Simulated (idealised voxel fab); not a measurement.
This section sets out a process module, namely voxel self aligned contacts.
For reference, the cross-section in this document is cut, with width 280 nm and square cells of 5 nm.
Heads up, the way a cross-section reads in here is a grid of square cells, handed over as bands from the top down, with every band being one or more rows of cells.
Within each band entry, the heights of the top and of the bottom of the band appear first, in that order and in nm; the materials of the band then follow from left to right, each with its corresponding width in nm. The designation "throughout" on a single material indicates that it fills the band from edge to edge; the designation "empty" indicates empty space.
Measure heights from 0. That's the level where, below it, the as-received wafer is all one material. The lowest band is bottomless and extends downward; write it as in "top 0, no bottom".
The two numbers in a width such as "30->40" mark its ends across the band: the first belongs to the top row of cells, the second to the bottom row, and from each row to the next the width moves by the same amount.
"remains unaltered" for a step: no cell of the cross-section changed in that step.
Entry "Voids, enclosed". Content: empty spaces with no open connection to the top, size 8 cells or greater. Each: width x height at distance. Distance: from left edge. Unit: nm.
Note: text after step settings on the step line = simulator remark on that step.
overlay nm, on a step with a mask: how far to the right of its planned place the mask lay; to the left if negative

**The planned process steps are enumerated hereunder**
- 1: RECEIVE: material Si
- 2: CONFORMAL_DEP: material SiO2, thk nm 5
- 3: DIRECTIONAL_DEP: material polySi, thk nm 30
- 4: DIRECTIONAL_DEP: material SiN, thk nm 15
- 5: DIRECTIONAL_DEP: material aC, thk nm 10
- 6: PATTERN: tone cover, mask id GATE, material resist, width nm 20, pitch nm 60, thk nm 25, overlay nm 0
- 7: DIRECTIONAL_ETCH: etch materials aC, depth nm 10
- 8: STRIP: etch materials resist
- 9: DIRECTIONAL_ETCH: etch materials SiN, depth nm 15
- 10: DIRECTIONAL_ETCH: etch materials polySi, depth nm 30
- 11: STRIP: etch materials aC
- 12: CONFORMAL_DEP: material SiN, thk nm 5
- 13: DIRECTIONAL_ETCH: etch materials SiN, depth nm 5
- 14: FILL_DEP: material SiO2, thk nm 15
- 15: CMP: height nm 60
- 16: MASKED_ETCH: tone open, mask id CONTACT, width nm 40, etch materials SiO2, depth nm 60, overlay nm 0
- 17: CONFORMAL_DEP: material TiN, thk nm 5
- 18: FILL_DEP: material W, thk nm 10
- 19: CMP: height nm 60
- 20: CONFORMAL_DEP: material SiCN, thk nm 5
Split variable: width nm, step 6. Plan value = first wafer. Wafers start alike.

**Cross-section: the first of several wafers in its as-received state, i.e. following step 1**
	top 0, no bottom: Si throughout
	Voids, enclosed: none

**wafer rows; end of module; cells per material since receipt: (+) gained, (-) lost; then closed voids**
width nm 20 | +56 SiCN | +60 SiN | +488 SiO2 | +30 TiN | +46 W | +48 polySi | Voids, enclosed: none
width nm 25 | +56 SiCN | +66 SiN | +480 SiO2 | +30 TiN | +36 W | +60 polySi | Voids, enclosed: none
width nm 30 | +56 SiCN | +72 SiN | +472 SiO2 | +30 TiN | +26 W | +72 polySi | Voids, enclosed: none
width nm 35 | +56 SiCN | +78 SiN | +464 SiO2 | +30 TiN | +16 W | +84 polySi | Voids, enclosed: none
width nm 40 | +56 SiCN | +84 SiN | +456 SiO2 | +30 TiN | +6 W | +96 polySi | Voids, enclosed: none
width nm 45 | +56 SiCN | +90 SiN | +448 SiO2 | +20 TiN | +6 W | +108 polySi | Voids, enclosed: none
